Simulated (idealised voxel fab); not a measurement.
A process module follows: voxel trench capacitor.
cross-section cut | 245 nm wide | cells 5 nm
Cross-section layout: square cells on a grid; listed as bands, top to bottom; a band spans one or more cell rows. Per band: top height and bottom height in nm, followed by the left-to-right materials and their widths in nm; "all across" marks a single material spanning edge to edge, "empty" marks empty space. Height datum 0, below which the as-received substrate wafer is one material. Lowest band open at the bottom, running downward: "from 0 down". A width such as "30 to 40" changes by the same amount from each row of cells to the next, from the band's top row to its bottom row. "nothing got changed" -> step changed no cross-section cell. "Enclosed internal voids" enumerates empty spaces isolated from the top, with no open way to it, that contain at least 8 cells, giving each as width x height at distance from the left edge, all three in nm. Text after the settings on a step's line: the simulator's own remark on that step. Regarding "overlay nm": on a step with a mask, it is the distance the mask lay to the right of its planned place; a negative value places it to the left.

[The following list gives the planned process steps]
1: RECEIVE: material Si
2: CONFORMAL_DEP: material SiN, thk nm 5
3: PATTERN: tone open, mask id TRENCH, material resist, width nm 25, pitch nm 45, thk nm 20, overlay nm 0
4: DIRECTIONAL_ETCH: etch materials SiN, depth nm 5
5: DIRECTIONAL_ETCH: etch materials Si, depth nm 35
6: STRIP: etch materials resist
7: CONFORMAL_DEP: material HfO2, thk nm 5
8: CONFORMAL_DEP: material TiN, thk nm 5
9: FILL_DEP: material W, thk nm 5
10: CMP: height nm 5
For this document, wafers share an identical start and vary in the step 8 thk nm; the plan quotes the first wafer's value.

[The as-received cross-section of the first of several wafers corresponds to the state after step 1]
    from 0 down = Si all across
    Enclosed internal voids: none

[End of module, by wafer: material-by-material cell gain (+) or loss (-) since receipt, then closed voids]
thk nm 5, +57 HfO2, -105 Si, +34 SiN, +45 TiN, +18 W, Enclosed internal voids: none
thk nm 10, +57 HfO2, -105 Si, +34 SiN, +63 TiN, Enclosed internal voids: none
thk nm 15, +57 HfO2, -105 Si, +34 SiN, +63 TiN, Enclosed internal voids: none
thk nm 20, +57 HfO2, -105 Si, +34 SiN, +63 TiN, Enclosed internal voids: none
